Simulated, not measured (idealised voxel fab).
process module | voxel capacitor over wiring
cross-section cut | 195 nm wide | cells 5 nm
A cross-section is a grid of square cells, given in bands from the top down. A band is one or more rows of cells.
Each band's line starts with the height of the band's top and of its bottom, in nm. Then come its materials from left to right, each with its width in nm. One material with "throughout" fills the band from edge to edge. "air" is empty space.
Height 0 is the level under which the wafer as received is all one material. The lowest band goes on downwards, as in "0 down".
A width such as "30 to 40" changes by the same amount from each row of cells to the next, from the band's top row to its bottom row.
"no change" after a step means that no cell of the cross-section changed.
closed voids: empty space of 8 cells or more with no open way to the top, each as width x height at its distance from the left edge, in nm
after a step's settings: what the simulator itself notes on the step
overlay nm, on a step with a mask: how far to the right of its planned place the mask lay; to the left if negative
plan
1 op RECEIVE | material Si
2 op CONFORMAL_DEP | material SiO2 | thk nm 15
3 op DIRECTIONAL_DEP | material TiN | thk nm 5
4 op DIRECTIONAL_DEP | material W | thk nm 25
5 op MASKED_ETCH | tone cover | mask id METAL_1 | width nm 25 | pitch nm 80 | etch materials W | depth nm 25 | overlay nm 0
6 op MASKED_ETCH | tone cover | mask id METAL_1 | width nm 25 | pitch nm 80 | etch materials TiN | depth nm 5 | overlay nm 0
7 op FILL_DEP | material SiO2 | thk nm 10
8 op CMP | height nm 45
9 op CONFORMAL_DEP | material SiCN | thk nm 5
10 op DIRECTIONAL_DEP | material SiO2 | thk nm 20
11 op PATTERN | tone open | mask id PLUG_1 | material resist | width nm 15 | thk nm 20 | overlay nm 0
12 op DIRECTIONAL_ETCH | etch materials SiO2 | depth nm 20
13 op DIRECTIONAL_ETCH | etch materials SiCN | depth nm 5
14 op STRIP | etch materials resist
15 op EPI | material Ru | thk nm 10
16 op EPI | material Ru | thk nm 10
17 op EPI | material Ru | thk nm 5
18 op DIRECTIONAL_DEP | material TiN | thk nm 10
19 op DIRECTIONAL_DEP | material Al2O3 | thk nm 5
20 op DIRECTIONAL_DEP | material TiN | thk nm 5
21 op PATTERN | tone cover | mask id UPPER_PLATE | material resist | width nm 60 | thk nm 15 | overlay nm 0
22 op DIRECTIONAL_ETCH | etch materials TiN | depth nm 5
23 op DIRECTIONAL_ETCH | etch materials Al2O3 | depth nm 5
24 op STRIP | etch materials resist
25 op MASKED_ETCH | tone cover | mask id LOWER_PLATE | width nm 70 | etch materials TiN | depth nm 10 | overlay nm 0
26 op FILL_DEP | material SiO2 | thk nm 15
27 op CMP | height nm 100
28 op PATTERN | tone open | mask id PLUG_2 | material resist | width nm 15 | thk nm 15 | overlay nm 0
29 op DIRECTIONAL_ETCH | etch materials SiO2 | depth nm 10
30 op STRIP | etch materials resist
31 op CONFORMAL_DEP | material TiN | thk nm 5
32 op FILL_DEP | material Ru | thk nm 10
33 op CMP | height nm 100
34 op CONFORMAL_DEP | material SiCN | thk nm 5
first wafer, as planned
as received, after step 1
  0 down: Si throughout
  closed voids: none
after step 2
  15 to 0: SiO2 throughout
  below 0: unchanged
after step 3
  20 to 15: TiN throughout
  below 15: unchanged
after step 4
  45 to 20: W throughout
  below 20: unchanged
after step 5
  45 to 20: air 45 | W 25 | air 55 | W 25 | air 45
  below 20: unchanged
after step 6
  45 to 20: air 45 | W 25 | air 55 | W 25 | air 45
  20 to 15: air 45 | TiN 25 | air 55 | TiN 25 | air 45
  below 15: unchanged
after step 7
  55 to 45: SiO2 throughout
  45 to 20: SiO2 45 | W 25 | SiO2 55 | W 25 | SiO2 45
  20 to 15: SiO2 45 | TiN 25 | SiO2 55 | TiN 25 | SiO2 45
  below 15: unchanged
after step 8
  45 to 20: SiO2 45 | W 25 | SiO2 55 | W 25 | SiO2 45
  below 20: unchanged
after step 9
  50 to 45: SiCN throughout
  below 45: unchanged
after step 10
  70 to 50: SiO2 throughout
  below 50: unchanged
after step 11
  90 to 70: resist 55 | air 15 | resist 125
  below 70: unchanged
after step 12
  90 to 70: resist 55 | air 15 | resist 125
  70 to 50: SiO2 55 | air 15 | SiO2 125
  below 50: unchanged
after step 13
  90 to 70: resist 55 | air 15 | resist 125
  70 to 50: SiO2 55 | air 15 | SiO2 125
  50 to 45: SiCN 55 | air 15 | SiCN 125
  below 45: unchanged
after step 14
  70 to 50: SiO2 55 | air 15 | SiO2 125
  below 50: unchanged
after step 15
  70 to 55: SiO2 55 | air 15 | SiO2 125
  55 to 50: SiO2 55 | Ru 15 | SiO2 125
  50 to 45: SiCN 55 | Ru 15 | SiCN 125
  below 45: unchanged
after step 16
  70 to 65: SiO2 55 | air 15 | SiO2 125
  65 to 50: SiO2 55 | Ru 15 | SiO2 125
  below 50: unchanged
after step 17
  70 to 50: SiO2 55 | Ru 15 | SiO2 125
  below 50: unchanged
after step 18
  80 to 70: TiN throughout
  below 70: unchanged
after step 19
  85 to 80: Al2O3 throughout
  below 80: unchanged
after step 20
  90 to 85: TiN throughout
  below 85: unchanged
after step 21
  105 to 90: air 55 | resist 60 | air 80
  below 90: unchanged
after step 22
  105 to 90: air 55 | resist 60 | air 80
  90 to 85: air 55 | TiN 60 | air 80
  below 85: unchanged
after step 23
  105 to 90: air 55 | resist 60 | air 80
  90 to 85: air 55 | TiN 60 | air 80
  85 to 80: air 55 | Al2O3 60 | air 80
  below 80: unchanged
after step 24
  90 to 85: air 55 | TiN 60 | air 80
  below 85: unchanged
after step 25
  90 to 85: air 55 | TiN 60 | air 80
  85 to 80: air 55 | Al2O3 60 | air 80
  80 to 70: air 50 | TiN 70 | air 75
  below 70: unchanged
after step 26
  105 to 90: SiO2 throughout
  90 to 85: SiO2 55 | TiN 60 | SiO2 80
  85 to 80: SiO2 55 | Al2O3 60 | SiO2 80
  80 to 70: SiO2 50 | TiN 70 | SiO2 75
  below 70: unchanged
after step 27
  100 to 90: SiO2 throughout
  below 90: unchanged
after step 28
  115 to 100: resist 65 | air 15 | resist 115
  below 100: unchanged
after step 29
  115 to 100: resist 65 | air 15 | resist 115
  100 to 90: SiO2 65 | air 15 | SiO2 115
  below 90: unchanged
after step 30
  100 to 90: SiO2 65 | air 15 | SiO2 115
  below 90: unchanged
after step 31
  105 to 100: TiN 70 | air 5 | TiN 120
  100 to 95: SiO2 65 | TiN 5 | air 5 | TiN 5 | SiO2 115
  95 to 85: SiO2 65 to 55 | TiN 15 to 60 | SiO2 115 to 80
  below 85: unchanged
after step 32
  115 to 105: Ru throughout
  105 to 100: TiN 70 | Ru 5 | TiN 120
  100 to 95: SiO2 65 | TiN 5 | Ru 5 | TiN 5 | SiO2 115
  below 95: unchanged
after step 33
  100 to 95: SiO2 65 | TiN 5 | Ru 5 | TiN 5 | SiO2 115
  below 95: unchanged
after step 34
  105 to 100: SiCN throughout
  below 100: unchanged
second wafer: like start, like plan, one mistake. Through step 14 it matches the first wafer
when step 16 should have ended
  75 to 70: air 50 | Ru 25 | air 120
  70 to 50: SiO2 55 | Ru 15 | SiO2 125
  50 to 45: SiCN 55 | Ru 15 | SiCN 125
  below 45: unchanged
when step 17 should have ended
  80 to 70: air 45 | Ru 35 | air 115
  below 70: unchanged
when step 18 should have ended
  90 to 80: air 45 | TiN 35 | air 115
  80 to 70: TiN 45 | Ru 35 | TiN 115
  below 70: unchanged
when step 19 should have ended
  95 to 90: air 45 | Al2O3 35 | air 115
  90 to 85: air 45 | TiN 35 | air 115
  85 to 80: Al2O3 45 | TiN 35 | Al2O3 115
  below 80: unchanged
when step 20 should have ended
  100 to 95: air 45 | TiN 35 | air 115
  95 to 90: air 45 | Al2O3 35 | air 115
  90 to 85: TiN throughout
  below 85: unchanged
when step 21 should have ended
  115 to 100: air 55 | resist 60 | air 80
  100 to 95: air 45 | TiN 35 | resist 35 | air 80
  95 to 90: air 45 | Al2O3 35 | resist 35 | air 80
  below 90: unchanged
when step 22 should have ended
  115 to 100: air 55 | resist 60 | air 80
  100 to 95: air 55 | TiN 25 | resist 35 | air 80
  95 to 90: air 45 | Al2O3 35 | resist 35 | air 80
  90 to 85: air 45 | TiN 70 | air 80
  below 85: unchanged
when step 23 should have ended
  115 to 100: air 55 | resist 60 | air 80
  100 to 95: air 55 | TiN 25 | resist 35 | air 80
  95 to 90: air 55 | Al2O3 25 | resist 35 | air 80
  90 to 85: air 45 | TiN 70 | air 80
  85 to 80: air 45 | TiN 35 | Al2O3 35 | air 80
  below 80: unchanged
when step 24 should have ended
  100 to 95: air 55 | TiN 25 | air 115
  95 to 90: air 55 | Al2O3 25 | air 115
  below 90: unchanged
when step 25 should have ended
  100 to 95: air 55 | TiN 25 | air 115
  95 to 90: air 55 | Al2O3 25 | air 115
  90 to 85: air 50 | TiN 65 | air 80
  85 to 80: air 50 | TiN 30 | Al2O3 35 | air 80
  80 to 70: air 45 | Ru 35 | TiN 40 | air 75
  below 70: unchanged
when step 26 should have ended
  115 to 100: SiO2 throughout
  100 to 95: SiO2 55 | TiN 25 | SiO2 115
  95 to 90: SiO2 55 | Al2O3 25 | SiO2 115
  90 to 85: SiO2 50 | TiN 65 | SiO2 80
  85 to 80: SiO2 50 | TiN 30 | Al2O3 35 | SiO2 80
  80 to 70: SiO2 45 | Ru 35 | TiN 40 | SiO2 75
  below 70: unchanged
when step 27 should have ended
  100 to 95: SiO2 55 | TiN 25 | SiO2 115
  below 95: unchanged
when step 28 should have ended
  115 to 100: resist 65 | air 15 | resist 115
  below 100: unchanged
when step 29 should have ended: no change
when step 30 should have ended
  100 to 95: SiO2 55 | TiN 25 | SiO2 115
  below 95: unchanged
when step 31 should have ended
  105 to 100: TiN throughout
  below 100: unchanged
when step 32 should have ended
  115 to 105: Ru throughout
  below 105: unchanged
when step 33 should have ended
  100 to 95: SiO2 55 | TiN 25 | SiO2 115
  below 95: unchanged
when step 34 should have ended
  105 to 100: SiCN throughout
  below 100: unchanged
what went wrong: one of the steps 15 and 16, which are alike, was run twice
at the end the second wafer has, in cells: 13 more of Ru | 8 fewer of SiO2 | 5 fewer of TiN
